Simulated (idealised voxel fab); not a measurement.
Presented below is a process module, voxel wiring stack.
Section shown: cut. Width: 185 nm. Cell size: 5 nm, square.
The cross-sections in this document take the form of a grid made of square cells. They are written out as bands, in order from top to bottom. Each band consists of one or more rows of cells. Read a band's entry like this: the first values are the height of its top and the height of its bottom in nm, and what follows is the sequence of materials from left to right, each with its width in nm. Note that "blank" is empty space, and that a single material marked "everywhere" reaches across the band from edge to edge. It should be noted that heights are counted from 0, beneath which the wafer as supplied is of one material throughout, and that the lowest band possesses no lower boundary but continues downward, as written in "0 down". So if you see something like "30..40" for the width, read it as the top row of the band sitting at the first number and the bottom row at the second, with every row in between moving by the same amount as the last. You'll sometimes find "remains unaltered" written for a step, and that's the way of saying that nowhere in the cross-section did a cell change during that step. Empty spaces counting at least 8 cells and having no open way to the top are listed in "Catalogued sealed voids". The notation width x height at distance is used for each, the distance being from the left edge and all three values in nm. Note: text after step settings on the step line = simulator remark on that step. The line of a step may include "overlay nm". On a step with a mask, this value is how far to the right of its planned place the mask lay. A negative value means the mask lay to the left.

-- The process steps that were planned are listed below
1) RECEIVE,material Si
2) CONFORMAL_DEP,material SiO2,thk nm 15
3) DIRECTIONAL_DEP,material TiN,thk nm 5
4) DIRECTIONAL_DEP,material Ru,thk nm 25
5) PATTERN,tone cover,mask id METAL_1,material resist,width nm 30,pitch nm 45,thk nm 15,overlay nm 0
6) DIRECTIONAL_ETCH,etch materials Ru,depth nm 25
7) DIRECTIONAL_ETCH,etch materials TiN,depth nm 5
8) STRIP,etch materials resist
9) CONFORMAL_DEP,material SiCN,thk nm 5
10) FILL_DEP,material SiO2,thk nm 5
11) CMP,height nm 45
12) CONFORMAL_DEP,material SiCN,thk nm 5
13) DIRECTIONAL_DEP,material lowk,thk nm 10
14) DIRECTIONAL_DEP,material aC,thk nm 15
15) PATTERN,tone open,mask id PLUG_1,material resist,width nm 15,pitch nm 90,thk nm 30,overlay nm 0
16) DIRECTIONAL_ETCH,etch materials aC,depth nm 15
17) STRIP,etch materials resist
18) DIRECTIONAL_ETCH,etch materials lowk,depth nm 10
19) DIRECTIONAL_ETCH,etch materials SiCN,depth nm 5
20) STRIP,etch materials aC
21) EPI,material Ru,thk nm 10
22) EPI,material Ru,thk nm 5
23) CONFORMAL_DEP,material SiN,thk nm 5
24) DIRECTIONAL_DEP,material lowk,thk nm 25
25) MASKED_ETCH,tone open,mask id METAL_2,width nm 30,pitch nm 45,etch materials lowk,depth nm 25,overlay nm 0
26) MASKED_ETCH,tone open,mask id METAL_2,width nm 30,pitch nm 45,etch materials SiN,depth nm 5,overlay nm 0
27) CONFORMAL_DEP,material TiN,thk nm 5
28) FILL_DEP,material Cu,thk nm 5
29) CMP,height nm 90
30) EPI,material Ru,thk nm 5
31) FILL_DEP,material SiCN,thk nm 5
32) DIRECTIONAL_DEP,material lowk,thk nm 25
33) DIRECTIONAL_DEP,material aC,thk nm 15
34) PATTERN,tone open,mask id METAL_3_HOLES,material resist,width nm 15,pitch nm 45,thk nm 35,overlay nm 0
35) DIRECTIONAL_ETCH,etch materials aC,depth nm 15
36) STRIP,etch materials resist
37) DIRECTIONAL_ETCH,etch materials lowk,depth nm 25
38) STRIP,etch materials aC
39) DIRECTIONAL_DEP,material aC,thk nm 10
40) PATTERN,tone open,mask id METAL_3,material resist,width nm 30,pitch nm 45,thk nm 30,overlay nm 0
41) DIRECTIONAL_ETCH,etch materials aC,depth nm 10
42) STRIP,etch materials resist
43) DIRECTIONAL_ETCH,etch materials lowk,depth nm 15
44) DIRECTIONAL_ETCH,etch materials SiCN,depth nm 5
45) STRIP,etch materials aC
46) CONFORMAL_DEP,material TiN,thk nm 5
47) FILL_DEP,material Cu,thk nm 10
48) CMP,height nm 125
49) CONFORMAL_DEP,material SiN,thk nm 5

-- So this is the incoming wafer in cross-section - it's already been through step 1
* 0 down  Si everywhere
* Catalogued sealed voids: none

-- End-of-module cross-section of the first of two wafers, processed as planned
* 130 to 125  SiN everywhere
* 125 to 115  30 lowk  5 TiN  20 Cu  5 TiN  15 lowk  5 TiN  20 Cu  5 TiN  15 lowk  5 TiN  20 Cu  5 TiN  35 lowk
* 115 to 110  30 lowk  5 TiN  5 Cu  20 TiN  15 lowk  5 TiN  5 Cu  20 TiN  15 lowk  5 TiN  5 Cu  20 TiN  35 lowk
* 110 to 100  30 lowk  5 TiN  5 Cu  5 TiN  30 lowk  5 TiN  5 Cu  5 TiN  30 lowk  5 TiN  5 Cu  5 TiN  50 lowk
* 100 to 95  30 SiCN  15 TiN  30 SiCN  15 TiN  30 SiCN  15 TiN  50 SiCN
* 95 to 90  25 SiCN  40 Ru  5 SiCN  40 Ru  5 SiCN  40 Ru  30 SiCN
* 90 to 65  30 lowk  5 TiN  20 Cu  5 TiN  15 lowk  5 TiN  20 Cu  5 TiN  15 lowk  5 TiN  20 Cu  5 TiN  35 lowk
* 65 to 60  30 SiN  30 TiN  15 SiN  30 TiN  15 SiN  30 TiN  35 SiN
* 60 to 50  30 lowk  15 Ru  75 lowk  15 Ru  50 lowk
* 50 to 45  30 SiCN  15 Ru  75 SiCN  15 Ru  50 SiCN
* 45 to 20  25 SiO2  5 SiCN  30 Ru  5 SiCN  5 SiO2  5 SiCN  30 Ru  5 SiCN  5 SiO2  5 SiCN  30 Ru  5 SiCN  30 SiO2
* 20 to 15  30 SiCN  30 TiN  15 SiCN  30 TiN  15 SiCN  30 TiN  35 SiCN
* 15 to 0  SiO2 everywhere
* 0 down  Si everywhere
* Catalogued sealed voids: none

-- Cross-section, wafer two of two, end of module: same start and plan as wafer one, one error in execution
* 130 to 125  SiN everywhere
* 125 to 115  30 lowk  5 TiN  20 Cu  5 TiN  15 lowk  5 TiN  20 Cu  5 TiN  15 lowk  5 TiN  20 Cu  5 TiN  35 lowk
* 115 to 110  30 lowk  5 TiN  5 Cu  20 TiN  15 lowk  5 TiN  5 Cu  20 TiN  15 lowk  5 TiN  5 Cu  20 TiN  35 lowk
* 110 to 100  30 lowk  5 TiN  5 Cu  5 TiN  30 lowk  5 TiN  5 Cu  5 TiN  30 lowk  5 TiN  5 Cu  5 TiN  50 lowk
* 100 to 95  30 SiCN  15 TiN  30 SiCN  15 TiN  30 SiCN  15 TiN  50 SiCN
* 95 to 90  25 SiCN  40 Ru  5 SiCN  40 Ru  5 SiCN  40 Ru  30 SiCN
* 90 to 75  30 lowk  5 TiN  20 Cu  5 TiN  15 lowk  5 TiN  20 Cu  5 TiN  15 lowk  5 TiN  20 Cu  5 TiN  35 lowk
* 75 to 70  15 lowk  15 SiN  30 TiN  15 lowk  5 TiN  20 Cu  5 TiN  15 SiN  30 TiN  35 lowk
* 70 to 65  15 lowk  5 SiN  35 Ru  5 SiN  15 lowk  5 TiN  20 Cu  5 TiN  5 SiN  35 Ru  5 SiN  35 lowk
* 65 to 60  20 SiN  35 Ru  20 SiN  30 TiN  5 SiN  35 Ru  40 SiN
* 60 to 50  30 lowk  15 Ru  75 lowk  15 Ru  50 lowk
* 50 to 45  30 SiCN  15 Ru  75 SiCN  15 Ru  50 SiCN
* 45 to 20  25 SiO2  5 SiCN  30 Ru  5 SiCN  5 SiO2  5 SiCN  30 Ru  5 SiCN  5 SiO2  5 SiCN  30 Ru  5 SiCN  30 SiO2
* 20 to 15  30 SiCN  30 TiN  15 SiCN  30 TiN  15 SiCN  30 TiN  35 SiCN
* 15 to 0  SiO2 everywhere
* 0 down  Si everywhere
* Catalogued sealed voids: none
Plan not followed: twice over, step 21 of the plan was run
Materials where the second wafer ends with more or fewer cells than the first: Cu: 16 fewer; Ru: 28 more; SiN: 8 more; TiN: 8 fewer; lowk: 12 fewer
